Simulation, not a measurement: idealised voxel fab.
Process module name: voxel transistor to metal
The cross-section shown here is cut; it is 185 nm wide and divided into square cells measuring 5 nm on a side.
How to read a cross-section here: the picture is a grid of square cells, written as bands going from the top down, and any band can span one or more rows of cells. Look at the band entry: it leads with the top's height and the bottom's height in nm. Then it lists the materials left to right, with a width in nm for each. The word "full width" on a single material says that material fills the band edge to edge. The word "empty" is empty space. Ref level 0: as-received wafer is one material below here. Bottom band extends down with no lower bound ("0 nm and below"). You'd read "30..40" like this: the band's top row of cells is as wide as the first number, its bottom row is as wide as the second, and going down, every row changes width by the same amount as the row before did. "stayed the same" for a step: no cell of the cross-section changed in that step. "Enclosed cavity list": empty spaces of 8 cells or more with no open way to the top, each given as width x height at distance, distance from the left edge, all in nm. It should be noted that, on the line of a given step, the content following the step's settings is a remark produced by the simulator itself with respect to that step. A step's line can hold "overlay nm"; with a mask on that step, the setting says how far right of the planned place the mask lay, while a negative setting says it lay to the left.
Steps planned for the process:
1 RECEIVE,material Si
2 OXIDIZE,depth nm 5
3 CONFORMAL_DEP,material SiN,thk nm 15
4 PATTERN,tone cover,mask id ACTIVE,material resist,width nm 115,thk nm 15,overlay nm 0
5 DIRECTIONAL_ETCH,etch materials SiN,depth nm 15
6 DIRECTIONAL_ETCH,etch materials SiO2,depth nm 5
7 DIRECTIONAL_ETCH,etch materials Si,depth nm 30
8 STRIP,etch materials resist
9 OXIDIZE,depth nm 5
10 FILL_DEP,material SiO2,thk nm 10
11 CMP,height nm 15
12 SELECTIVE_ETCH,etch materials SiO2,depth nm 10
13 STRIP,etch materials SiN
14 SELECTIVE_ETCH,etch materials SiO2,depth nm 5
15 OXIDIZE,depth nm 5
16 DIRECTIONAL_DEP,material polySi,thk nm 30
17 DIRECTIONAL_DEP,material SiCN,thk nm 15
18 PATTERN,tone cover,mask id GATE,material resist,width nm 35,thk nm 20,overlay nm 0
19 DIRECTIONAL_ETCH,etch materials SiCN,depth nm 25
20 DIRECTIONAL_ETCH,etch materials polySi,depth nm 40
21 STRIP,etch materials resist
22 CONFORMAL_DEP,material SiN,thk nm 5
23 DIRECTIONAL_ETCH,etch materials SiN,depth nm 5
24 DIRECTIONAL_ETCH,etch materials SiO2,depth nm 5
25 DIRECTIONAL_ETCH,etch materials Si,depth nm 10
26 EPI,material pSi,thk nm 15
27 FILL_DEP,material SiO2,thk nm 5
28 CMP,height nm 25
29 STRIP,etch materials polySi
30 SELECTIVE_ETCH,etch materials SiO2,depth nm 5
31 CONFORMAL_DEP,material HfO2,thk nm 5
32 CONFORMAL_DEP,material TiN,thk nm 5
33 FILL_DEP,material W,thk nm 10
34 CMP,height nm 20
35 DIRECTIONAL_DEP,material SiO2,thk nm 10
36 PATTERN,tone open,mask id CONTACT,material resist,width nm 15,pitch nm 90,thk nm 15,overlay nm -15
37 DIRECTIONAL_ETCH,etch materials SiO2,depth nm 35
38 STRIP,etch materials resist
39 CONFORMAL_DEP,material TiN,thk nm 5
40 FILL_DEP,material W,thk nm 10
41 CMP,height nm 30
42 CONFORMAL_DEP,material SiCN,thk nm 5
43 DIRECTIONAL_DEP,material lowk,thk nm 25
44 PATTERN,tone open,mask id METAL_1,material resist,width nm 15,pitch nm 90,thk nm 15,overlay nm 0
45 DIRECTIONAL_ETCH,etch materials lowk,depth nm 25
46 DIRECTIONAL_ETCH,etch materials SiCN,depth nm 5
47 STRIP,etch materials resist
48 CONFORMAL_DEP,material TiN,thk nm 5
49 FILL_DEP,material Cu,thk nm 10
50 CMP,height nm 60
51 EPI,material Ru,thk nm 5
52 FILL_DEP,material SiCN,thk nm 5
53 DIRECTIONAL_DEP,material lowk,thk nm 30
54 MASKED_ETCH,tone open,mask id METAL_2,width nm 15,pitch nm 90,etch materials lowk,depth nm 20,overlay nm 0
55 PATTERN,tone open,mask id METAL_2_HOLES,material resist,width nm 15,pitch nm 90,thk nm 20,overlay nm 0
56 DIRECTIONAL_ETCH,etch materials lowk,depth nm 10
57 DIRECTIONAL_ETCH,etch materials SiCN,depth nm 5
58 STRIP,etch materials resist
59 CONFORMAL_DEP,material TiN,thk nm 5
60 FILL_DEP,material Cu,thk nm 5
61 CMP,height nm 100
62 CONFORMAL_DEP,material SiCN,thk nm 5
The overlay nm used in step 36 is not the same on every wafer, whereas the starting condition is; the value printed in the plan is the first wafer's.
first wafer as received, after step 1:
	0 nm and below = Si full width
	Enclosed cavity list: none
Take a look at the first of several wafers in cross-section: the module is done, and step 62 was its last step:
	105 nm to 100 nm = SiCN full width
	100 nm to 70 nm = 40 of lowk, then 5 of TiN, then 5 of Cu, then 5 of TiN, then 75 of lowk, then 5 of TiN, then 5 of Cu, then 5 of TiN, then 40 of lowk
	70 nm to 65 nm = 40 of SiCN, then 15 of TiN, then 75 of SiCN, then 15 of TiN, then 40 of SiCN
	65 nm to 60 nm = 35 of SiCN, then 25 of Ru, then 65 of SiCN, then 25 of Ru, then 35 of SiCN
	60 nm to 35 nm = 40 of lowk, then 5 of TiN, then 5 of Cu, then 5 of TiN, then 75 of lowk, then 5 of TiN, then 5 of Cu, then 5 of TiN, then 40 of lowk
	35 nm to 30 nm = 40 of SiCN, then 15 of TiN, then 75 of SiCN, then 15 of TiN, then 40 of SiCN
	30 nm to 20 nm = 25 of SiO2, then 5 of TiN, then 5 of W, then 5 of TiN, then 75 of SiO2, then 5 of TiN, then 5 of W, then 5 of TiN, then 55 of SiO2
	20 nm to 10 nm = 25 of SiO2, then 5 of TiN, then 5 of W, then 5 of TiN, then 30 of SiO2, then 5 of SiN, then 5 of HfO2, then 5 of TiN, then 15 of W, then 5 of TiN, then 5 of HfO2, then 5 of SiN, then 5 of TiN, then 5 of W, then 5 of TiN, then 55 of SiO2
	10 nm to 5 nm = 25 of SiO2, then 5 of TiN, then 5 of W, then 5 of TiN, then 30 of SiO2, then 5 of SiN, then 5 of HfO2, then 5 of TiN, then 15 of W, then 5 of TiN, then 5 of HfO2, then 5 of SiN, then 15 of TiN, then 55 of SiO2
	5 nm to 0 nm = 25 of SiO2, then 15 of TiN, then 15 of SiO2, then 15 of pSi, then 5 of SiN, then 5 of HfO2, then 5 of TiN, then 15 of W, then 5 of TiN, then 5 of HfO2, then 5 of SiN, then 15 of pSi, then 55 of SiO2
	0 nm to -5 nm = 25 of SiO2, then 5 of TiN, then 5 of SiN, then 5 of TiN, then 15 of SiO2, then 15 of pSi, then 5 of SiN, then 5 of HfO2, then 25 of TiN, then 5 of HfO2, then 5 of SiN, then 15 of pSi, then 20 of SiO2, then 5 of SiN, then 30 of SiO2
	-5 nm to -10 nm = 35 of SiO2, then 35 of pSi, then 45 of HfO2, then 35 of pSi, then 35 of SiO2
	-10 nm to -20 nm = 40 of SiO2, then 30 of pSi, then 45 of Si, then 30 of pSi, then 40 of SiO2
	-20 nm to -40 nm = 40 of SiO2, then 105 of Si, then 40 of SiO2
	-40 nm and below = Si full width
	Enclosed cavity list: none
Cross-section at module completion, last wafer:
	105 nm to 100 nm = SiCN full width
	100 nm to 70 nm = 40 of lowk, then 5 of TiN, then 5 of Cu, then 5 of TiN, then 75 of lowk, then 5 of TiN, then 5 of Cu, then 5 of TiN, then 40 of lowk
	70 nm to 65 nm = 40 of SiCN, then 15 of TiN, then 75 of SiCN, then 15 of TiN, then 40 of SiCN
	65 nm to 60 nm = 35 of SiCN, then 25 of Ru, then 65 of SiCN, then 25 of Ru, then 35 of SiCN
	60 nm to 35 nm = 40 of lowk, then 5 of TiN, then 5 of Cu, then 5 of TiN, then 75 of lowk, then 5 of TiN, then 5 of Cu, then 5 of TiN, then 40 of lowk
	35 nm to 30 nm = 40 of SiCN, then 15 of TiN, then 75 of SiCN, then 15 of TiN, then 40 of SiCN
	30 nm to 20 nm = 55 of SiO2, then 5 of TiN, then 5 of W, then 5 of TiN, then 75 of SiO2, then 5 of TiN, then 5 of W, then 5 of TiN, then 25 of SiO2
	20 nm to 10 nm = 55 of SiO2, then 5 of TiN, then 5 of W, then 5 of TiN, then 5 of SiN, then 5 of HfO2, then 5 of TiN, then 15 of W, then 5 of TiN, then 5 of HfO2, then 5 of SiN, then 30 of SiO2, then 5 of TiN, then 5 of W, then 5 of TiN, then 25 of SiO2
	10 nm to 5 nm = 55 of SiO2, then 15 of TiN, then 5 of SiN, then 5 of HfO2, then 5 of TiN, then 15 of W, then 5 of TiN, then 5 of HfO2, then 5 of SiN, then 30 of SiO2, then 5 of TiN, then 5 of W, then 5 of TiN, then 25 of SiO2
	5 nm to 0 nm = 55 of SiO2, then 15 of pSi, then 5 of SiN, then 5 of HfO2, then 5 of TiN, then 15 of W, then 5 of TiN, then 5 of HfO2, then 5 of SiN, then 15 of pSi, then 15 of SiO2, then 15 of TiN, then 25 of SiO2
	0 nm to -5 nm = 30 of SiO2, then 5 of SiN, then 20 of SiO2, then 15 of pSi, then 5 of SiN, then 5 of HfO2, then 25 of TiN, then 5 of HfO2, then 5 of SiN, then 15 of pSi, then 15 of SiO2, then 5 of TiN, then 5 of SiN, then 5 of TiN, then 25 of SiO2
	-5 nm to -10 nm = 35 of SiO2, then 35 of pSi, then 45 of HfO2, then 35 of pSi, then 35 of SiO2
	-10 nm to -20 nm = 40 of SiO2, then 30 of pSi, then 45 of Si, then 30 of pSi, then 40 of SiO2
	-20 nm to -40 nm = 40 of SiO2, then 105 of Si, then 40 of SiO2
	-40 nm and below = Si full width
	Enclosed cavity list: none
Row per wafer, end-of-module: cell gain (+)/loss (-) by material since the wafer came in, then closed voids:
overlay nm -15 | +22 Cu | +19 HfO2 | +10 Ru | -194 Si | +126 SiCN | +12 SiN | +275 SiO2 | +95 TiN | +21 W | +341 lowk | +50 pSi | Enclosed cavity list: none
overlay nm -10 | +22 Cu | +19 HfO2 | +10 Ru | -194 Si | +126 SiCN | +12 SiN | +273 SiO2 | +97 TiN | +21 W | +341 lowk | +50 pSi | Enclosed cavity list: none
overlay nm -5 | +22 Cu | +19 HfO2 | +10 Ru | -194 Si | +126 SiCN | +12 SiN | +270 SiO2 | +99 TiN | +22 W | +341 lowk | +50 pSi | Enclosed cavity list: none
overlay nm 0 | +22 Cu | +19 HfO2 | +10 Ru | -194 Si | +126 SiCN | +12 SiN | +268 SiO2 | +99 TiN | +24 W | +341 lowk | +50 pSi | Enclosed cavity list: none
overlay nm 5 | +22 Cu | +19 HfO2 | +10 Ru | -194 Si | +126 SiCN | +12 SiN | +270 SiO2 | +99 TiN | +22 W | +341 lowk | +50 pSi | Enclosed cavity list: none
overlay nm 10 | +22 Cu | +19 HfO2 | +10 Ru | -194 Si | +126 SiCN | +12 SiN | +273 SiO2 | +97 TiN | +21 W | +341 lowk | +50 pSi | Enclosed cavity list: none
overlay nm 15 | +22 Cu | +19 HfO2 | +10 Ru | -194 Si | +126 SiCN | +12 SiN | +275 SiO2 | +95 TiN | +21 W | +341 lowk | +50 pSi | Enclosed cavity list: none
